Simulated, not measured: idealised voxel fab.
Process module heading - voxel wiring stack
Cross-section cut: width 210 nm, square cells of 5 nm.
When this document writes out a cross-section, it uses a grid of square cells and lists it as bands, beginning at the top and moving down, with a band standing for one or more rows of cells. A band entry consists of two parts. The first gives the height of the band's top and the height of its bottom, in nm. The rest lists the band's materials from left to right, each with its width in nm. A single material labelled with the word "all across" fills the band from edge to edge, and the word "blank" marks empty space. Convention: height 0 is the level below which the wafer, as received, is all one material. The lowest band does not terminate at the bottom but continues downward, represented as "0..down". Width "30 to 40": first value at the band's top row of cells, second value at its bottom row, equal change from row to row. A step reported as "nothing got changed" is a step in which no cell of the cross-section changed. For the entry "Enclosed internal voids", the listed items are empty spaces with no open way to the top whose size is 8 cells or more; each item follows the pattern width x height at distance, where distance is from the left edge and all three are in nm. What comes after the settings on a step's line is commentary from the simulator itself on that step. overlay nm: mask right of planned place by this much (step with mask). Neg. = left.
So here's the lineup of process steps we planned:
1) op RECEIVE | material Si
2) op CONFORMAL_DEP | material SiO2 | thk nm 15
3) op DIRECTIONAL_DEP | material TiN | thk nm 5
4) op DIRECTIONAL_DEP | material W | thk nm 25
5) op DIRECTIONAL_DEP | material aC | thk nm 10
6) op PATTERN | tone cover | mask id METAL_1 | material resist | width nm 30 | pitch nm 50 | thk nm 30 | overlay nm 0
7) op DIRECTIONAL_ETCH | etch materials aC | depth nm 10
8) op STRIP | etch materials resist
9) op DIRECTIONAL_ETCH | etch materials W | depth nm 25
10) op DIRECTIONAL_ETCH | etch materials TiN | depth nm 5
11) op STRIP | etch materials aC
12) op CONFORMAL_DEP | material SiCN | thk nm 5
13) op FILL_DEP | material lowk | thk nm 10
14) op CMP | height nm 45
15) op CONFORMAL_DEP | material SiCN | thk nm 5
16) op DIRECTIONAL_DEP | material lowk | thk nm 20
17) op DIRECTIONAL_DEP | material aC | thk nm 10
18) op PATTERN | tone open | mask id PLUG_1 | material resist | width nm 15 | pitch nm 100 | thk nm 25 | overlay nm 0
19) op DIRECTIONAL_ETCH | etch materials aC | depth nm 10
20) op STRIP | etch materials resist
21) op DIRECTIONAL_ETCH | etch materials lowk | depth nm 20
22) op DIRECTIONAL_ETCH | etch materials SiCN | depth nm 5
23) op STRIP | etch materials aC
24) op EPI | material Ru | thk nm 10
25) op EPI | material Ru | thk nm 10
26) op EPI | material Ru | thk nm 5
27) op CONFORMAL_DEP | material SiCN | thk nm 5
28) op DIRECTIONAL_DEP | material SiO2 | thk nm 25
29) op PATTERN | tone open | mask id METAL_2 | material resist | width nm 30 | pitch nm 50 | thk nm 20 | overlay nm -15
30) op DIRECTIONAL_ETCH | etch materials SiO2 | depth nm 25
31) op DIRECTIONAL_ETCH | etch materials SiCN | depth nm 5
32) op STRIP | etch materials resist
33) op CONFORMAL_DEP | material TiN | thk nm 5
34) op FILL_DEP | material Ru | thk nm 10
35) op CMP | height nm 100
36) op CONFORMAL_DEP | material SiCN | thk nm 5
37) op DIRECTIONAL_DEP | material SiO2 | thk nm 30
38) op PATTERN | tone open | mask id METAL_3 | material resist | width nm 30 | pitch nm 50 | thk nm 20 | overlay nm 0
39) op DIRECTIONAL_ETCH | etch materials SiO2 | depth nm 20
40) op STRIP | etch materials resist
41) op MASKED_ETCH | tone open | mask id METAL_3_HOLES | width nm 15 | pitch nm 50 | etch materials SiO2 | depth nm 10 | overlay nm 0
42) op MASKED_ETCH | tone open | mask id METAL_3_HOLES | width nm 15 | pitch nm 50 | etch materials SiCN | depth nm 5 | overlay nm 0
43) op CONFORMAL_DEP | material TiN | thk nm 5
44) op FILL_DEP | material Cu | thk nm 5
45) op CMP | height nm 135
46) op CONFORMAL_DEP | material SiCN | thk nm 5
Where the wafers of this document differ is in the overlay nm of step 29; they start out the same, and the plan states the value that applied to the first wafer.
Cross-section of the first of several wafers as received (after step 1):
- 0..down = Si all across
- Enclosed internal voids: none
Cross-section, first of several wafers, end of module, after last step 46:
- 140..135 = SiCN all across
- 135..120 = SiO2 40 nm  TiN 5 nm  Cu 20 nm  TiN 5 nm  SiO2 20 nm  TiN 5 nm  Cu 20 nm  TiN 5 nm  SiO2 20 nm  TiN 5 nm  Cu 20 nm  TiN 5 nm  SiO2 40 nm
- 120..115 = SiO2 40 nm  TiN 5 nm  Cu 5 nm  TiN 20 nm  SiO2 20 nm  TiN 5 nm  Cu 5 nm  TiN 20 nm  SiO2 20 nm  TiN 5 nm  Cu 5 nm  TiN 20 nm  SiO2 40 nm
- 115..105 = SiO2 40 nm  TiN 5 nm  Cu 5 nm  TiN 5 nm  SiO2 35 nm  TiN 5 nm  Cu 5 nm  TiN 5 nm  SiO2 35 nm  TiN 5 nm  Cu 5 nm  TiN 5 nm  SiO2 55 nm
- 105..100 = SiCN 40 nm  TiN 15 nm  SiCN 35 nm  TiN 15 nm  SiCN 35 nm  TiN 15 nm  SiCN 55 nm
- 100..75 = SiO2 25 nm  TiN 5 nm  Ru 20 nm  TiN 5 nm  SiO2 20 nm  TiN 5 nm  Ru 20 nm  TiN 5 nm  SiO2 20 nm  TiN 5 nm  Ru 20 nm  TiN 5 nm  SiO2 55 nm
- 75..70 = SiCN 25 nm  TiN 30 nm  SiCN 20 nm  TiN 30 nm  SiCN 20 nm  TiN 30 nm  SiCN 55 nm
- 70..50 = lowk 40 nm  Ru 15 nm  lowk 85 nm  Ru 15 nm  lowk 55 nm
- 50..45 = SiCN 40 nm  Ru 15 nm  SiCN 85 nm  Ru 15 nm  SiCN 55 nm
- 45..20 = lowk 35 nm  SiCN 5 nm  W 30 nm  SiCN 5 nm  lowk 10 nm  SiCN 5 nm  W 30 nm  SiCN 5 nm  lowk 10 nm  SiCN 5 nm  W 30 nm  SiCN 5 nm  lowk 35 nm
- 20..15 = SiCN 40 nm  TiN 30 nm  SiCN 20 nm  TiN 30 nm  SiCN 20 nm  TiN 30 nm  SiCN 40 nm
- 15..0 = SiO2 all across
- 0..down = Si all across
- Enclosed internal voids: none
X-section, last wafer, module end:
- 140..135 = SiCN all across
- 135..120 = SiO2 40 nm  TiN 5 nm  Cu 20 nm  TiN 5 nm  SiO2 20 nm  TiN 5 nm  Cu 20 nm  TiN 5 nm  SiO2 20 nm  TiN 5 nm  Cu 20 nm  TiN 5 nm  SiO2 40 nm
- 120..115 = SiO2 40 nm  TiN 5 nm  Cu 5 nm  TiN 20 nm  SiO2 20 nm  TiN 5 nm  Cu 5 nm  TiN 20 nm  SiO2 20 nm  TiN 5 nm  Cu 5 nm  TiN 20 nm  SiO2 40 nm
- 115..105 = SiO2 40 nm  TiN 5 nm  Cu 5 nm  TiN 5 nm  SiO2 35 nm  TiN 5 nm  Cu 5 nm  TiN 5 nm  SiO2 35 nm  TiN 5 nm  Cu 5 nm  TiN 5 nm  SiO2 55 nm
- 105..100 = SiCN 40 nm  TiN 15 nm  SiCN 35 nm  TiN 15 nm  SiCN 35 nm  TiN 15 nm  SiCN 55 nm
- 100..75 = SiO2 55 nm  TiN 5 nm  Ru 20 nm  TiN 5 nm  SiO2 20 nm  TiN 5 nm  Ru 20 nm  TiN 5 nm  SiO2 20 nm  TiN 5 nm  Ru 20 nm  TiN 5 nm  SiO2 25 nm
- 75..70 = SiCN 55 nm  TiN 30 nm  SiCN 20 nm  TiN 30 nm  SiCN 20 nm  TiN 30 nm  SiCN 25 nm
- 70..50 = lowk 40 nm  Ru 15 nm  lowk 85 nm  Ru 15 nm  lowk 55 nm
- 50..45 = SiCN 40 nm  Ru 15 nm  SiCN 85 nm  Ru 15 nm  SiCN 55 nm
- 45..20 = lowk 35 nm  SiCN 5 nm  W 30 nm  SiCN 5 nm  lowk 10 nm  SiCN 5 nm  W 30 nm  SiCN 5 nm  lowk 10 nm  SiCN 5 nm  W 30 nm  SiCN 5 nm  lowk 35 nm
- 20..15 = SiCN 40 nm  TiN 30 nm  SiCN 20 nm  TiN 30 nm  SiCN 20 nm  TiN 30 nm  SiCN 40 nm
- 15..0 = SiO2 all across
- 0..down = Si all across
- Enclosed internal voids: none
Per wafer, end of module: cells gained (+) or lost (-) per material since receipt, then closed voids:
overlay nm -15, +45 Cu, +90 Ru, +189 SiCN, +408 SiO2, +120 TiN, +90 W, +234 lowk, Enclosed internal voids: none
overlay nm -10, +45 Cu, +90 Ru, +189 SiCN, +408 SiO2, +120 TiN, +90 W, +234 lowk, Enclosed internal voids: none
overlay nm -5, +45 Cu, +90 Ru, +189 SiCN, +408 SiO2, +120 TiN, +90 W, +234 lowk, Enclosed internal voids: none
overlay nm 0, +45 Cu, +90 Ru, +189 SiCN, +408 SiO2, +120 TiN, +90 W, +234 lowk, Enclosed internal voids: none
overlay nm 5, +45 Cu, +90 Ru, +189 SiCN, +408 SiO2, +120 TiN, +90 W, +234 lowk, Enclosed internal voids: none
overlay nm 10, +45 Cu, +90 Ru, +189 SiCN, +408 SiO2, +120 TiN, +90 W, +234 lowk, Enclosed internal voids: none
overlay nm 15, +45 Cu, +90 Ru, +189 SiCN, +408 SiO2, +120 TiN, +90 W, +234 lowk, Enclosed internal voids: none
